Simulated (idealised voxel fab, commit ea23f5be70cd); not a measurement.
process module | voxel transistor to metal
cross-section cut | 185 nm wide | cells 5 nm
A cross-section is a grid of square cells, given in bands from the top down. A band is one or more rows of cells.
Each band's line starts with the height of the band's top and of its bottom, in nm. Then come its materials from left to right, each with its width in nm. One material with "throughout" fills the band from edge to edge. "air" is empty space.
Height 0 is the level under which the wafer as received is all one material. The lowest band goes on downwards, as in "0 down".
A width such as "30 to 40" changes by the same amount from each row of cells to the next, from the band's top row to its bottom row.
"no change" after a step means that no cell of the cross-section changed.
closed voids: empty space of 8 cells or more with no open way to the top, each as width x height at its distance from the left edge, in nm
after a step's settings: what the simulator itself notes on the step
overlay nm, on a step with a mask: how far to the right of its planned place the mask lay; to the left if negative
plan
1 op RECEIVE | material Si
2 op CONFORMAL_DEP | material SiO2 | thk nm 5
3 op CONFORMAL_DEP | material SiN | thk nm 15
4 op PATTERN | tone cover | mask id ACTIVE | material resist | width nm 105 | thk nm 20 | overlay nm 0
5 op DIRECTIONAL_ETCH | etch materials SiN | depth nm 15
6 op DIRECTIONAL_ETCH | etch materials SiO2 | depth nm 5
7 op DIRECTIONAL_ETCH | etch materials Si | depth nm 30
8 op STRIP | etch materials resist
9 op FILL_DEP | material SiO2 | thk nm 5
10 op CMP | height nm 20
11 op SELECTIVE_ETCH | etch materials SiO2 | depth nm 5
12 op STRIP | etch materials SiN
13 op SELECTIVE_ETCH | etch materials SiO2 | depth nm 5
14 op OXIDIZE | depth nm 5
15 op DIRECTIONAL_DEP | material polySi | thk nm 30
16 op DIRECTIONAL_DEP | material SiCN | thk nm 10
17 op PATTERN | tone cover | mask id GATE | material resist | width nm 25 | thk nm 20 | overlay nm 0
18 op DIRECTIONAL_ETCH | etch materials SiCN | depth nm 20
19 op DIRECTIONAL_ETCH | etch materials polySi | depth nm 40
20 op STRIP | etch materials resist
21 op CONFORMAL_DEP | material SiN | thk nm 10
22 op DIRECTIONAL_ETCH | etch materials SiN | depth nm 10
23 op DIRECTIONAL_ETCH | etch materials SiO2 | depth nm 5
24 op DIRECTIONAL_ETCH | etch materials Si | depth nm 10
25 op EPI | material nSi | thk nm 10
26 op FILL_DEP | material SiO2 | thk nm 10
27 op CMP | height nm 40
28 op DIRECTIONAL_DEP | material SiO2 | thk nm 15
29 op PATTERN | tone open | mask id CONTACT | material resist | width nm 20 | pitch nm 75 | thk nm 15 | overlay nm 0
30 op DIRECTIONAL_ETCH | etch materials SiO2 | depth nm 60
31 op STRIP | etch materials resist
32 op CONFORMAL_DEP | material TiN | thk nm 5
33 op FILL_DEP | material Ru | thk nm 5
34 op CMP | height nm 55
35 op DIRECTIONAL_DEP | material TiN | thk nm 5
36 op DIRECTIONAL_DEP | material W | thk nm 20
37 op MASKED_ETCH | tone cover | mask id METAL_1 | width nm 20 | pitch nm 75 | etch materials W | depth nm 20 | overlay nm 0
38 op MASKED_ETCH | tone cover | mask id METAL_1 | width nm 20 | pitch nm 75 | etch materials TiN | depth nm 5 | overlay nm 0
39 op CONFORMAL_DEP | material SiCN | thk nm 5
40 op FILL_DEP | material SiO2 | thk nm 5
41 op CMP | height nm 80
42 op CONFORMAL_DEP | material SiCN | thk nm 5
as received, after step 1
  0 down: Si throughout
  closed voids: none
a wafer at the end: this start, this plan, one mistake
  85 to 80: SiCN throughout
  80 to 65: SiO2 45 | SiCN 5 | W 15 | SiCN 5 | SiO2 50 | SiCN 5 | W 15 | SiCN 5 | SiO2 40
  65 to 60: SiO2 40 | SiCN 10 | W 15 | SiCN 5 | SiO2 45 | SiCN 10 | W 15 | SiCN 5 | SiO2 40
  60 to 55: SiCN 45 | TiN 20 | SiCN 55 | TiN 20 | SiCN 45
  55 to 40: SiO2 45 | TiN 5 | Ru 10 | TiN 5 | SiO2 55 | TiN 5 | Ru 10 | TiN 5 | SiO2 45
  40 to 30: SiO2 45 | TiN 5 | Ru 10 | TiN 5 | SiO2 5 | SiN 10 | SiCN 25 | SiN 10 | SiO2 5 | TiN 5 | Ru 10 | TiN 5 | SiO2 45
  30 to 10: SiO2 45 | TiN 5 | Ru 10 | TiN 5 | SiO2 5 | SiN 10 | polySi 25 | SiN 10 | SiO2 5 | TiN 5 | Ru 10 | TiN 5 | SiO2 45
  10 to 5: SiO2 35 | SiN 10 | TiN 20 | SiO2 5 | SiN 10 | polySi 25 | SiN 10 | SiO2 5 | TiN 20 | SiN 10 | SiO2 35
  5 to 0: SiO2 35 | SiN 10 | nSi 10 | TiN 5 | nSi 10 | SiN 10 | polySi 25 | SiN 10 | nSi 10 | TiN 5 | nSi 10 | SiN 10 | SiO2 35
  0 to -5: SiO2 45 | nSi 10 | TiN 5 | nSi 10 | SiO2 45 | nSi 10 | TiN 5 | nSi 10 | SiO2 45
  -5 to -15: SiO2 40 | Si 5 | nSi 25 | Si 45 | nSi 25 | Si 5 | SiO2 40
  -15 to -30: SiO2 40 | Si 105 | SiO2 40
  -30 down: Si throughout
  closed voids: none
what went wrong: step 37 ran as: op MASKED_ETCH | tone cover | mask id METAL_1 | width nm 15 | pitch nm 75 | etch materials W | depth nm 20 | overlay nm 0
